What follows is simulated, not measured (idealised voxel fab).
The following process module bears the name voxel capacitor over wiring.
Xsec cut, 270 nm wide, square cell size 5 nm.
Notation: cross-section as square-cell grid; stated in bands, top first, going down; one or more cell rows per band. For a band, the entry starts with two heights in nm, that of the top and then that of the bottom, and carries on with the band's materials in order from left to right, each alongside its width in nm; the word "throughout" beside a single material means it fills the band edge to edge, and "empty" means empty space. Heads up on the height convention: 0 is the point under which the incoming wafer is all one material, and the lowest band has no bottom, it just keeps going down, like "top 0, no bottom". Graded width ("30 to 40"): value in top row of band = first number; value in bottom row = second number; row-to-row change constant. "remained unchanged" (step): cross-section cells unchanged, all of them. The list in "Closed internal voids" covers empty spaces of 8 cells or more that cannot reach the top through any open way, and it gives each as width x height at distance; the distance is from the left edge, and width, height and distance are in nm. Read whatever lies past the settings on a step's line as the simulator's own remark about the step. The "overlay nm" setting may appear on a step's line; for a step that uses a mask, it gives how far to the right of its planned position the mask lay, and a negative value indicates the left.
## These are the steps we planned for the process
1,RECEIVE (material Si)
2,CONFORMAL_DEP (material SiO2; thk nm 15)
3,CONFORMAL_DEP (material SiCN; thk nm 5)
4,DIRECTIONAL_DEP (material lowk; thk nm 15)
5,PATTERN (tone open; mask id METAL_1; material resist; width nm 25; pitch nm 95; thk nm 15; overlay nm 0)
6,DIRECTIONAL_ETCH (etch materials lowk; depth nm 15)
7,DIRECTIONAL_ETCH (etch materials SiCN; depth nm 5)
8,STRIP (etch materials resist)
9,CONFORMAL_DEP (material TiN; thk nm 5)
10,FILL_DEP (material W; thk nm 10)
11,CMP (height nm 35)
12,EPI (material Ru; thk nm 5)
13,FILL_DEP (material SiCN; thk nm 5)
14,DIRECTIONAL_DEP (material SiO2; thk nm 15)
15,MASKED_ETCH (tone open; mask id PLUG_1; width nm 15; etch materials SiO2; depth nm 15; overlay nm 0)
16,MASKED_ETCH (tone open; mask id PLUG_1; width nm 15; etch materials SiCN; depth nm 5; overlay nm 0)
17,EPI (material Ru; thk nm 10)
18,EPI (material Ru; thk nm 10)
19,DIRECTIONAL_DEP (material TiN; thk nm 5)
20,DIRECTIONAL_DEP (material SiN; thk nm 5)
21,DIRECTIONAL_DEP (material TiN; thk nm 10)
22,MASKED_ETCH (tone cover; mask id UPPER_PLATE; width nm 75; etch materials TiN; depth nm 10; overlay nm 0)
23,MASKED_ETCH (tone cover; mask id UPPER_PLATE; width nm 75; etch materials SiN; depth nm 5; overlay nm 0)
24,DIRECTIONAL_DEP (material aC; thk nm 10)
25,PATTERN (tone cover; mask id LOWER_PLATE; material resist; width nm 85; thk nm 25; overlay nm 0)
26,DIRECTIONAL_ETCH (etch materials aC; depth nm 10)
27,STRIP (etch materials resist)
28,DIRECTIONAL_ETCH (etch materials TiN; depth nm 5)
29,STRIP (etch materials aC)
30,FILL_DEP (material SiO2; thk nm 20)
31,CMP (height nm 95)
32,PATTERN (tone open; mask id PLUG_2; material resist; width nm 15; thk nm 20; overlay nm 0)
33,DIRECTIONAL_ETCH (etch materials SiO2; depth nm 15)
34,STRIP (etch materials resist)
35,CONFORMAL_DEP (material TiN; thk nm 5)
36,FILL_DEP (material W; thk nm 10)
37,CMP (height nm 95)
38,CONFORMAL_DEP (material SiCN; thk nm 5)
## Concerning the first of two wafers, which was run in accordance with the plan
## Step 1 complete: cross-section of the wafer as received
	top 0, no bottom = Si throughout
	Closed internal voids: none
## State of the wafer after step 2, shown in cross-section
	top 15, bottom 0 = SiO2 throughout
	Below 0, no change.
## State of the wafer after step 3, shown in cross-section
	top 20, bottom 15 = SiCN throughout
	Below 15, no change.
## State of the wafer after step 4, shown in cross-section
	top 35, bottom 20 = lowk throughout
	Below 20, no change.
## State of the wafer after step 5, shown in cross-section
	top 50, bottom 35 = resist (75), empty (25), resist (70), empty (25), resist (75)
	Below 35, no change.
## State of the wafer after step 6, shown in cross-section
	top 50, bottom 35 = resist (75), empty (25), resist (70), empty (25), resist (75)
	top 35, bottom 20 = lowk (75), empty (25), lowk (70), empty (25), lowk (75)
	Below 20, no change.
## State of the wafer after step 7, shown in cross-section
	top 50, bottom 35 = resist (75), empty (25), resist (70), empty (25), resist (75)
	top 35, bottom 20 = lowk (75), empty (25), lowk (70), empty (25), lowk (75)
	top 20, bottom 15 = SiCN (75), empty (25), SiCN (70), empty (25), SiCN (75)
	Below 15, no change.
## State of the wafer after step 8, shown in cross-section
	top 35, bottom 20 = lowk (75), empty (25), lowk (70), empty (25), lowk (75)
	Below 20, no change.
## State of the wafer after step 9, shown in cross-section
	top 40, bottom 35 = TiN (80), empty (15), TiN (80), empty (15), TiN (80)
	top 35, bottom 20 = lowk (75), TiN (5), empty (15), TiN (5), lowk (70), TiN (5), empty (15), TiN (5), lowk (75)
	top 20, bottom 15 = SiCN (75), TiN (25), SiCN (70), TiN (25), SiCN (75)
	Below 15, no change.
## State of the wafer after step 10, shown in cross-section
	top 50, bottom 40 = W throughout
	top 40, bottom 35 = TiN (80), W (15), TiN (80), W (15), TiN (80)
	top 35, bottom 20 = lowk (75), TiN (5), W (15), TiN (5), lowk (70), TiN (5), W (15), TiN (5), lowk (75)
	Below 20, no change.
## State of the wafer after step 11, shown in cross-section
	top 35, bottom 20 = lowk (75), TiN (5), W (15), TiN (5), lowk (70), TiN (5), W (15), TiN (5), lowk (75)
	Below 20, no change.
## State of the wafer after step 12, shown in cross-section
	top 40, bottom 35 = empty (70), Ru (35), empty (60), Ru (35), empty (70)
	Below 35, no change.
## State of the wafer after step 13, shown in cross-section
	top 45, bottom 40 = SiCN throughout
	top 40, bottom 35 = SiCN (70), Ru (35), SiCN (60), Ru (35), SiCN (70)
	Below 35, no change.
## State of the wafer after step 14, shown in cross-section
	top 60, bottom 45 = SiO2 throughout
	Below 45, no change.
## State of the wafer after step 15, shown in cross-section
	top 60, bottom 45 = SiO2 (85), empty (15), SiO2 (170)
	Below 45, no change.
## State of the wafer after step 16, shown in cross-section
	top 60, bottom 45 = SiO2 (85), empty (15), SiO2 (170)
	top 45, bottom 40 = SiCN (85), empty (15), SiCN (170)
	Below 40, no change.
## State of the wafer after step 17, shown in cross-section
	top 60, bottom 50 = SiO2 (85), empty (15), SiO2 (170)
	top 50, bottom 45 = SiO2 (85), Ru (15), SiO2 (170)
	top 45, bottom 40 = SiCN (85), Ru (15), SiCN (170)
	Below 40, no change.
## State of the wafer after step 18, shown in cross-section
	top 60, bottom 45 = SiO2 (85), Ru (15), SiO2 (170)
	Below 45, no change.
## State of the wafer after step 19, shown in cross-section
	top 65, bottom 60 = TiN throughout
	Below 60, no change.
## State of the wafer after step 20, shown in cross-section
	top 70, bottom 65 = SiN throughout
	Below 65, no change.
## State of the wafer after step 21, shown in cross-section
	top 80, bottom 70 = TiN throughout
	Below 70, no change.
## State of the wafer after step 22, shown in cross-section
	top 80, bottom 70 = empty (85), TiN (75), empty (110)
	Below 70, no change.
## State of the wafer after step 23, shown in cross-section
	top 80, bottom 70 = empty (85), TiN (75), empty (110)
	top 70, bottom 65 = empty (85), SiN (75), empty (110)
	Below 65, no change.
## State of the wafer after step 24, shown in cross-section
	top 90, bottom 80 = empty (85), aC (75), empty (110)
	top 80, bottom 75 = empty (85), TiN (75), empty (110)
	top 75, bottom 70 = aC (85), TiN (75), aC (110)
	top 70, bottom 65 = aC (85), SiN (75), aC (110)
	Below 65, no change.
## State of the wafer after step 25, shown in cross-section
	top 115, bottom 90 = empty (80), resist (85), empty (105)
	top 90, bottom 80 = empty (80), resist (5), aC (75), resist (5), empty (105)
	top 80, bottom 75 = empty (80), resist (5), TiN (75), resist (5), empty (105)
	Below 75, no change.
## State of the wafer after step 26, shown in cross-section
	top 105, bottom 90 = empty (80), resist (85), empty (105)
	top 90, bottom 80 = empty (80), resist (5), aC (75), resist (5), empty (105)
	top 80, bottom 75 = empty (80), resist (5), TiN (75), resist (5), empty (105)
	top 75, bottom 70 = empty (80), aC (5), TiN (75), aC (5), empty (105)
	top 70, bottom 65 = empty (80), aC (5), SiN (75), aC (5), empty (105)
	Below 65, no change.
## State of the wafer after step 27, shown in cross-section
	top 90, bottom 80 = empty (85), aC (75), empty (110)
	top 80, bottom 75 = empty (85), TiN (75), empty (110)
	Below 75, no change.
## State of the wafer after step 28, shown in cross-section
	top 90, bottom 80 = empty (85), aC (75), empty (110)
	top 80, bottom 75 = empty (85), TiN (75), empty (110)
	top 75, bottom 70 = empty (80), aC (5), TiN (75), aC (5), empty (105)
	top 70, bottom 65 = empty (80), aC (5), SiN (75), aC (5), empty (105)
	top 65, bottom 60 = empty (80), TiN (85), empty (105)
	Below 60, no change.
## State of the wafer after step 29, shown in cross-section
	top 80, bottom 70 = empty (85), TiN (75), empty (110)
	top 70, bottom 65 = empty (85), SiN (75), empty (110)
	Below 65, no change.
## State of the wafer after step 30, shown in cross-section
	top 100, bottom 80 = SiO2 throughout
	top 80, bottom 70 = SiO2 (85), TiN (75), SiO2 (110)
	top 70, bottom 65 = SiO2 (85), SiN (75), SiO2 (110)
	top 65, bottom 60 = SiO2 (80), TiN (85), SiO2 (105)
	Below 60, no change.
## State of the wafer after step 31, shown in cross-section
	top 95, bottom 80 = SiO2 throughout
	Below 80, no change.
## State of the wafer after step 32, shown in cross-section
	top 115, bottom 95 = resist (95), empty (15), resist (160)
	Below 95, no change.
## State of the wafer after step 33, shown in cross-section
	top 115, bottom 95 = resist (95), empty (15), resist (160)
	top 95, bottom 80 = SiO2 (95), empty (15), SiO2 (160)
	Below 80, no change.
## State of the wafer after step 34, shown in cross-section
	top 95, bottom 80 = SiO2 (95), empty (15), SiO2 (160)
	Below 80, no change.
## State of the wafer after step 35, shown in cross-section
	top 100, bottom 95 = TiN (100), empty (5), TiN (165)
	top 95, bottom 85 = SiO2 (95), TiN (5), empty (5), TiN (5), SiO2 (160)
	top 85, bottom 80 = SiO2 (95), TiN (15), SiO2 (160)
	Below 80, no change.
## State of the wafer after step 36, shown in cross-section
	top 110, bottom 100 = W throughout
	top 100, bottom 95 = TiN (100), W (5), TiN (165)
	top 95, bottom 85 = SiO2 (95), TiN (5), W (5), TiN (5), SiO2 (160)
	Below 85, no change.
## State of the wafer after step 37, shown in cross-section
	top 95, bottom 85 = SiO2 (95), TiN (5), W (5), TiN (5), SiO2 (160)
	Below 85, no change.
## State of the wafer after step 38, shown in cross-section
	top 100, bottom 95 = SiCN throughout
	Below 95, no change.
## For the second wafer, take the first wafer's start and plan, then add one mistake made in running it; everything through step 4, that step included, is shared with the first
## Second wafer, sectioned view, at step 5's planned end time
	top 50, bottom 35 = resist (75), empty (30), resist (65), empty (30), resist (70)
	Below 35, no change.
## Second wafer, sectioned view, at step 6's planned end time
	top 50, bottom 35 = resist (75), empty (30), resist (65), empty (30), resist (70)
	top 35, bottom 20 = lowk (75), empty (30), lowk (65), empty (30), lowk (70)
	Below 20, no change.
## Second wafer, sectioned view, at step 7's planned end time
	top 50, bottom 35 = resist (75), empty (30), resist (65), empty (30), resist (70)
	top 35, bottom 20 = lowk (75), empty (30), lowk (65), empty (30), lowk (70)
	top 20, bottom 15 = SiCN (75), empty (30), SiCN (65), empty (30), SiCN (70)
	Below 15, no change.
## Second wafer, sectioned view, at step 8's planned end time
	top 35, bottom 20 = lowk (75), empty (30), lowk (65), empty (30), lowk (70)
	Below 20, no change.
## Second wafer, sectioned view, at step 9's planned end time
	top 40, bottom 35 = TiN (80), empty (20), TiN (75), empty (20), TiN (75)
	top 35, bottom 20 = lowk (75), TiN (5), empty (20), TiN (5), lowk (65), TiN (5), empty (20), TiN (5), lowk (70)
	top 20, bottom 15 = SiCN (75), TiN (30), SiCN (65), TiN (30), SiCN (70)
	Below 15, no change.
## Second wafer, sectioned view, at step 10's planned end time
	top 50, bottom 40 = W throughout
	top 40, bottom 35 = TiN (80), W (20), TiN (75), W (20), TiN (75)
	top 35, bottom 20 = lowk (75), TiN (5), W (20), TiN (5), lowk (65), TiN (5), W (20), TiN (5), lowk (70)
	Below 20, no change.
## Second wafer, sectioned view, at step 11's planned end time
	top 35, bottom 20 = lowk (75), TiN (5), W (20), TiN (5), lowk (65), TiN (5), W (20), TiN (5), lowk (70)
	Below 20, no change.
## Second wafer, sectioned view, at step 12's planned end time
	top 40, bottom 35 = empty (70), Ru (40), empty (55), Ru (40), empty (65)
	Below 35, no change.
## Second wafer, sectioned view, at step 13's planned end time
	top 45, bottom 40 = SiCN throughout
	top 40, bottom 35 = SiCN (70), Ru (40), SiCN (55), Ru (40), SiCN (65)
	Below 35, no change.
## Second wafer, sectioned view, at step 14's planned end time
	top 60, bottom 45 = SiO2 throughout
	Below 45, no change.
## Second wafer, sectioned view, at step 15's planned end time
	top 60, bottom 45 = SiO2 (85), empty (15), SiO2 (170)
	Below 45, no change.
## Second wafer, sectioned view, at step 16's planned end time
	top 60, bottom 45 = SiO2 (85), empty (15), SiO2 (170)
	top 45, bottom 40 = SiCN (85), empty (15), SiCN (170)
	Below 40, no change.
## Second wafer, sectioned view, at step 17's planned end time
	top 60, bottom 50 = SiO2 (85), empty (15), SiO2 (170)
	top 50, bottom 45 = SiO2 (85), Ru (15), SiO2 (170)
	top 45, bottom 40 = SiCN (85), Ru (15), SiCN (170)
	Below 40, no change.
## Second wafer, sectioned view, at step 18's planned end time
	top 60, bottom 45 = SiO2 (85), Ru (15), SiO2 (170)
	Below 45, no change.
## Second wafer, sectioned view, at step 19's planned end time
	top 65, bottom 60 = TiN throughout
	Below 60, no change.
## Second wafer, sectioned view, at step 20's planned end time
	top 70, bottom 65 = SiN throughout
	Below 65, no change.
## Second wafer, sectioned view, at step 21's planned end time
	top 80, bottom 70 = TiN throughout
	Below 70, no change.
## Second wafer, sectioned view, at step 22's planned end time
	top 80, bottom 70 = empty (85), TiN (75), empty (110)
	Below 70, no change.
## Second wafer, sectioned view, at step 23's planned end time
	top 80, bottom 70 = empty (85), TiN (75), empty (110)
	top 70, bottom 65 = empty (85), SiN (75), empty (110)
	Below 65, no change.
## Second wafer, sectioned view, at step 24's planned end time
	top 90, bottom 80 = empty (85), aC (75), empty (110)
	top 80, bottom 75 = empty (85), TiN (75), empty (110)
	top 75, bottom 70 = aC (85), TiN (75), aC (110)
	top 70, bottom 65 = aC (85), SiN (75), aC (110)
	Below 65, no change.
## Second wafer, sectioned view, at step 25's planned end time
	top 115, bottom 90 = empty (80), resist (85), empty (105)
	top 90, bottom 80 = empty (80), resist (5), aC (75), resist (5), empty (105)
	top 80, bottom 75 = empty (80), resist (5), TiN (75), resist (5), empty (105)
	Below 75, no change.
## Second wafer, sectioned view, at step 26's planned end time
	top 105, bottom 90 = empty (80), resist (85), empty (105)
	top 90, bottom 80 = empty (80), resist (5), aC (75), resist (5), empty (105)
	top 80, bottom 75 = empty (80), resist (5), TiN (75), resist (5), empty (105)
	top 75, bottom 70 = empty (80), aC (5), TiN (75), aC (5), empty (105)
	top 70, bottom 65 = empty (80), aC (5), SiN (75), aC (5), empty (105)
	Below 65, no change.
## Second wafer, sectioned view, at step 27's planned end time
	top 90, bottom 80 = empty (85), aC (75), empty (110)
	top 80, bottom 75 = empty (85), TiN (75), empty (110)
	Below 75, no change.
## Second wafer, sectioned view, at step 28's planned end time
	top 90, bottom 80 = empty (85), aC (75), empty (110)
	top 80, bottom 75 = empty (85), TiN (75), empty (110)
	top 75, bottom 70 = empty (80), aC (5), TiN (75), aC (5), empty (105)
	top 70, bottom 65 = empty (80), aC (5), SiN (75), aC (5), empty (105)
	top 65, bottom 60 = empty (80), TiN (85), empty (105)
	Below 60, no change.
## Second wafer, sectioned view, at step 29's planned end time
	top 80, bottom 70 = empty (85), TiN (75), empty (110)
	top 70, bottom 65 = empty (85), SiN (75), empty (110)
	Below 65, no change.
## Second wafer, sectioned view, at step 30's planned end time
	top 100, bottom 80 = SiO2 throughout
	top 80, bottom 70 = SiO2 (85), TiN (75), SiO2 (110)
	top 70, bottom 65 = SiO2 (85), SiN (75), SiO2 (110)
	top 65, bottom 60 = SiO2 (80), TiN (85), SiO2 (105)
	Below 60, no change.
## Second wafer, sectioned view, at step 31's planned end time
	top 95, bottom 80 = SiO2 throughout
	Below 80, no change.
## Second wafer, sectioned view, at step 32's planned end time
	top 115, bottom 95 = resist (95), empty (15), resist (160)
	Below 95, no change.
## Second wafer, sectioned view, at step 33's planned end time
	top 115, bottom 95 = resist (95), empty (15), resist (160)
	top 95, bottom 80 = SiO2 (95), empty (15), SiO2 (160)
	Below 80, no change.
## Second wafer, sectioned view, at step 34's planned end time
	top 95, bottom 80 = SiO2 (95), empty (15), SiO2 (160)
	Below 80, no change.
## Second wafer, sectioned view, at step 35's planned end time
	top 100, bottom 95 = TiN (100), empty (5), TiN (165)
	top 95, bottom 85 = SiO2 (95), TiN (5), empty (5), TiN (5), SiO2 (160)
	top 85, bottom 80 = SiO2 (95), TiN (15), SiO2 (160)
	Below 80, no change.
## Second wafer, sectioned view, at step 36's planned end time
	top 110, bottom 100 = W throughout
	top 100, bottom 95 = TiN (100), W (5), TiN (165)
	top 95, bottom 85 = SiO2 (95), TiN (5), W (5), TiN (5), SiO2 (160)
	Below 85, no change.
## Second wafer, sectioned view, at step 37's planned end time
	top 95, bottom 85 = SiO2 (95), TiN (5), W (5), TiN (5), SiO2 (160)
	Below 85, no change.
## Second wafer, sectioned view, at step 38's planned end time
	top 100, bottom 95 = SiCN throughout
	Below 95, no change.
What broke from the plan during processing? in deviation from the planned setting, step 5 was conducted as PATTERN (tone open; mask id METAL_1; material resist; width nm 30; pitch nm 95; thk nm 15; overlay nm 0)
Final wafer comparison in cells, second versus first, more or fewer per material: Ru: 2 more | SiCN: 4 fewer | TiN: 2 more | W: 6 more | lowk: 6 fewer
